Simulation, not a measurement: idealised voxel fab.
The document below concerns the process module designated voxel transistor to metal.
Section shown: cut. Width: 170 nm. Cell size: 5 nm, square.
Each cross-section below is a grid of square cells, stated as bands in top-down order, with one or more rows of cells making up each band.
Look at the band entry: it leads with the top's height and the bottom's height in nm. Then it lists the materials left to right, with a width in nm for each. The word "all across" on a single material says that material fills the band edge to edge. The word "air" is empty space.
The reference from which all heights are counted is 0, the level beneath which the as-received wafer is entirely one material; the lowest band, having no lower bound, proceeds downward and is written after the example "0 nm and below".
Per-row width for "30 to 40": begins at first number (top row of band), ends at second number (bottom row), increment between rows held constant.
Reading "everything unchanged" for a step: not a cell of the cross-section changed in it.
Heads up: "Fully closed voids" only lists the empty pockets with no open path to the top that are 8 cells or more, and it writes them as width x height at distance, distance from the left edge, in nm.
Where a step's line continues beyond its settings, the continuation is a remark by the simulator itself on that step.
Among the settings permitted on a step's line is "overlay nm"; applied to a step with a mask, it specifies the extent to which the mask lay to the right of its planned position, whereas a negative figure signifies a position to the left.
[The following list gives the planned process steps]
1: RECEIVE, material Si
2: CONFORMAL_DEP, material SiO2, thk nm 5
3: CONFORMAL_DEP, material SiN, thk nm 15
4: DIRECTIONAL_DEP, material aC, thk nm 10
5: PATTERN, tone cover, mask id ACTIVE, material resist, width nm 130, thk nm 30, overlay nm 0
6: DIRECTIONAL_ETCH, etch materials aC, depth nm 10
7: STRIP, etch materials resist
8: DIRECTIONAL_ETCH, etch materials SiN, depth nm 15
9: DIRECTIONAL_ETCH, etch materials SiO2, depth nm 5
10: DIRECTIONAL_ETCH, etch materials Si, depth nm 30
11: STRIP, etch materials aC
12: OXIDIZE, depth nm 5
13: FILL_DEP, material SiO2, thk nm 5
14: CMP, height nm 20
15: SELECTIVE_ETCH, etch materials SiO2, depth nm 5
16: STRIP, etch materials SiN
17: SELECTIVE_ETCH, etch materials SiO2, depth nm 5
18: OXIDIZE, depth nm 5
19: DIRECTIONAL_DEP, material polySi, thk nm 30
20: DIRECTIONAL_DEP, material SiCN, thk nm 10
21: MASKED_ETCH, tone cover, mask id GATE, width nm 20, etch materials SiCN, depth nm 20, overlay nm 0
22: MASKED_ETCH, tone cover, mask id GATE, width nm 30, etch materials polySi, depth nm 40, overlay nm 0
23: CONFORMAL_DEP, material SiO2, thk nm 5
24: DIRECTIONAL_ETCH, etch materials SiO2, depth nm 5
25: CONFORMAL_DEP, material SiN, thk nm 10
26: DIRECTIONAL_ETCH, etch materials SiN, depth nm 10
27: DIRECTIONAL_ETCH, etch materials SiO2, depth nm 5
28: EPI, material pSi, thk nm 5
29: FILL_DEP, material SiO2, thk nm 10
30: CMP, height nm 30
31: STRIP, etch materials polySi
32: SELECTIVE_ETCH, etch materials SiO2, depth nm 5
33: CONFORMAL_DEP, material HfO2, thk nm 5
34: CONFORMAL_DEP, material TiN, thk nm 5
35: FILL_DEP, material W, thk nm 10
36: CMP, height nm 25
37: DIRECTIONAL_DEP, material SiO2, thk nm 15
38: MASKED_ETCH, tone open, mask id CONTACT, width nm 20, pitch nm 90, etch materials SiO2, depth nm 40, overlay nm 0
39: CONFORMAL_DEP, material TiN, thk nm 5
40: FILL_DEP, material Ru, thk nm 5
41: CMP, height nm 40
42: CONFORMAL_DEP, material SiN, thk nm 5
43: DIRECTIONAL_DEP, material lowk, thk nm 15
44: PATTERN, tone open, mask id METAL_1, material resist, width nm 20, pitch nm 90, thk nm 20, overlay nm 0
45: DIRECTIONAL_ETCH, etch materials lowk, depth nm 15
46: DIRECTIONAL_ETCH, etch materials SiN, depth nm 5
47: STRIP, etch materials resist
48: CONFORMAL_DEP, material TiN, thk nm 5
49: FILL_DEP, material Cu, thk nm 5
50: CMP, height nm 60
51: CONFORMAL_DEP, material SiCN, thk nm 5
52: DIRECTIONAL_DEP, material SiO2, thk nm 30
53: PATTERN, tone open, mask id METAL_2, material resist, width nm 20, pitch nm 90, thk nm 20, overlay nm 0
54: DIRECTIONAL_ETCH, etch materials SiO2, depth nm 20
55: STRIP, etch materials resist
56: DIRECTIONAL_DEP, material aC, thk nm 10
57: PATTERN, tone open, mask id METAL_2_HOLES, material resist, width nm 15, pitch nm 90, thk nm 30, overlay nm 0
58: DIRECTIONAL_ETCH, etch materials aC, depth nm 10
59: STRIP, etch materials resist
60: DIRECTIONAL_ETCH, etch materials SiO2, depth nm 10
61: DIRECTIONAL_ETCH, etch materials SiCN, depth nm 5
62: STRIP, etch materials aC
63: CONFORMAL_DEP, material TiN, thk nm 5
64: FILL_DEP, material Cu, thk nm 10
65: CMP, height nm 95
66: CONFORMAL_DEP, material SiCN, thk nm 5
It is noted that the wafers described herein are identical at the outset and are distinguished by the width nm of step 21; the value stated in the plan corresponds to the first wafer.
[Step 1 complete: as-received cross-section of the first of several wafers]
* 0 nm and below: Si all across
* Fully closed voids: none
[Last step of the module is step 66; after it, the first of several wafers in cross-section]
* 100 nm to 95 nm: SiCN all across
* 95 nm to 80 nm: SiO2 30 nm | TiN 5 nm | Cu 10 nm | TiN 5 nm | SiO2 70 nm | TiN 5 nm | Cu 10 nm | TiN 5 nm | SiO2 30 nm
* 80 nm to 75 nm: SiO2 30 nm | TiN 5 nm | Cu 5 nm | TiN 10 nm | SiO2 70 nm | TiN 5 nm | Cu 5 nm | TiN 10 nm | SiO2 30 nm
* 75 nm to 65 nm: SiO2 30 nm | TiN 5 nm | Cu 5 nm | TiN 5 nm | SiO2 75 nm | TiN 5 nm | Cu 5 nm | TiN 5 nm | SiO2 35 nm
* 65 nm to 60 nm: SiCN 30 nm | TiN 15 nm | SiCN 75 nm | TiN 15 nm | SiCN 35 nm
* 60 nm to 45 nm: lowk 30 nm | TiN 5 nm | Cu 10 nm | TiN 5 nm | lowk 70 nm | TiN 5 nm | Cu 10 nm | TiN 5 nm | lowk 30 nm
* 45 nm to 40 nm: SiN 30 nm | TiN 20 nm | SiN 70 nm | TiN 20 nm | SiN 30 nm
* 40 nm to 25 nm: SiO2 30 nm | TiN 5 nm | Ru 10 nm | TiN 5 nm | SiO2 70 nm | TiN 5 nm | Ru 10 nm | TiN 5 nm | SiO2 30 nm
* 25 nm to 10 nm: SiO2 30 nm | TiN 5 nm | Ru 10 nm | TiN 5 nm | SiO2 5 nm | SiN 10 nm | HfO2 5 nm | TiN 5 nm | W 20 nm | TiN 5 nm | HfO2 5 nm | SiN 10 nm | SiO2 5 nm | TiN 5 nm | Ru 10 nm | TiN 5 nm | SiO2 30 nm
* 10 nm to 5 nm: SiO2 20 nm | SiN 10 nm | TiN 5 nm | Ru 10 nm | TiN 5 nm | SiO2 5 nm | SiN 10 nm | HfO2 5 nm | TiN 5 nm | W 20 nm | TiN 5 nm | HfO2 5 nm | SiN 10 nm | SiO2 5 nm | TiN 5 nm | Ru 10 nm | TiN 5 nm | SiN 10 nm | SiO2 20 nm
* 5 nm to 0 nm: SiO2 20 nm | SiN 10 nm | TiN 20 nm | SiO2 5 nm | SiN 10 nm | HfO2 5 nm | TiN 30 nm | HfO2 5 nm | SiN 10 nm | SiO2 5 nm | TiN 20 nm | SiN 10 nm | SiO2 20 nm
* 0 nm to -5 nm: SiO2 30 nm | pSi 25 nm | SiO2 10 nm | HfO2 40 nm | SiO2 10 nm | pSi 25 nm | SiO2 30 nm
* -5 nm to -35 nm: SiO2 25 nm | Si 120 nm | SiO2 25 nm
* -35 nm and below: Si all across
* Fully closed voids: none
[The final wafer, sectioned at module end]
* 100 nm to 95 nm: SiCN all across
* 95 nm to 80 nm: SiO2 30 nm | TiN 5 nm | Cu 10 nm | TiN 5 nm | SiO2 70 nm | TiN 5 nm | Cu 10 nm | TiN 5 nm | SiO2 30 nm
* 80 nm to 75 nm: SiO2 30 nm | TiN 5 nm | Cu 5 nm | TiN 10 nm | SiO2 70 nm | TiN 5 nm | Cu 5 nm | TiN 10 nm | SiO2 30 nm
* 75 nm to 65 nm: SiO2 30 nm | TiN 5 nm | Cu 5 nm | TiN 5 nm | SiO2 75 nm | TiN 5 nm | Cu 5 nm | TiN 5 nm | SiO2 35 nm
* 65 nm to 60 nm: SiCN 30 nm | TiN 15 nm | SiCN 75 nm | TiN 15 nm | SiCN 35 nm
* 60 nm to 45 nm: lowk 30 nm | TiN 5 nm | Cu 10 nm | TiN 5 nm | lowk 70 nm | TiN 5 nm | Cu 10 nm | TiN 5 nm | lowk 30 nm
* 45 nm to 40 nm: SiN 30 nm | TiN 20 nm | SiN 70 nm | TiN 20 nm | SiN 30 nm
* 40 nm to 30 nm: SiO2 30 nm | TiN 5 nm | Ru 10 nm | TiN 5 nm | SiO2 70 nm | TiN 5 nm | Ru 10 nm | TiN 5 nm | SiO2 30 nm
* 30 nm to 25 nm: SiO2 30 nm | TiN 5 nm | Ru 10 nm | TiN 5 nm | SiO2 70 nm | TiN 10 nm | Ru 5 nm | TiN 5 nm | SiO2 30 nm
* 25 nm to 10 nm: SiO2 30 nm | TiN 5 nm | Ru 10 nm | TiN 5 nm | SiN 10 nm | HfO2 5 nm | TiN 5 nm | W 35 nm | TiN 5 nm | HfO2 5 nm | SiN 10 nm | TiN 5 nm | Ru 5 nm | TiN 5 nm | SiO2 30 nm
* 10 nm to 5 nm: SiO2 20 nm | SiN 10 nm | TiN 5 nm | Ru 10 nm | TiN 5 nm | SiN 10 nm | HfO2 5 nm | TiN 5 nm | W 35 nm | TiN 5 nm | HfO2 5 nm | SiN 10 nm | TiN 5 nm | Ru 5 nm | TiN 5 nm | SiN 10 nm | SiO2 20 nm
* 5 nm to 0 nm: SiO2 20 nm | SiN 10 nm | TiN 20 nm | SiN 10 nm | HfO2 5 nm | TiN 45 nm | HfO2 5 nm | SiN 10 nm | TiN 15 nm | SiN 10 nm | SiO2 20 nm
* 0 nm to -5 nm: SiO2 30 nm | pSi 20 nm | SiO2 10 nm | HfO2 55 nm | SiO2 10 nm | pSi 15 nm | SiO2 30 nm
* -5 nm to -35 nm: SiO2 25 nm | Si 120 nm | SiO2 25 nm
* -35 nm and below: Si all across
* Fully closed voids: none
[The table below has one row for each wafer; a row shows, as of the end of the module, how many cells of each material the wafer has gained, marked (+), or lost, marked (-), since it was received, and then the wafer's closed voids]
width nm 20 | +30 Cu | +18 HfO2 | +28 Ru | -94 Si | +62 SiCN | +54 SiN | +376 SiO2 | +102 TiN | +16 W | +78 lowk | +10 pSi | Fully closed voids: none
width nm 25 | +30 Cu | +18 HfO2 | +28 Ru | -94 Si | +62 SiCN | +54 SiN | +376 SiO2 | +102 TiN | +16 W | +78 lowk | +10 pSi | Fully closed voids: none
width nm 30 | +30 Cu | +18 HfO2 | +28 Ru | -94 Si | +62 SiCN | +54 SiN | +376 SiO2 | +102 TiN | +16 W | +78 lowk | +10 pSi | Fully closed voids: none
width nm 35 | +30 Cu | +19 HfO2 | +28 Ru | -94 Si | +62 SiCN | +54 SiN | +371 SiO2 | +103 TiN | +20 W | +78 lowk | +9 pSi | Fully closed voids: none
width nm 40 | +30 Cu | +20 HfO2 | +28 Ru | -94 Si | +62 SiCN | +54 SiN | +366 SiO2 | +104 TiN | +24 W | +78 lowk | +8 pSi | Fully closed voids: none
width nm 45 | +30 Cu | +21 HfO2 | +23 Ru | -94 Si | +62 SiCN | +54 SiN | +366 SiO2 | +105 TiN | +28 W | +78 lowk | +7 pSi | Fully closed voids: none
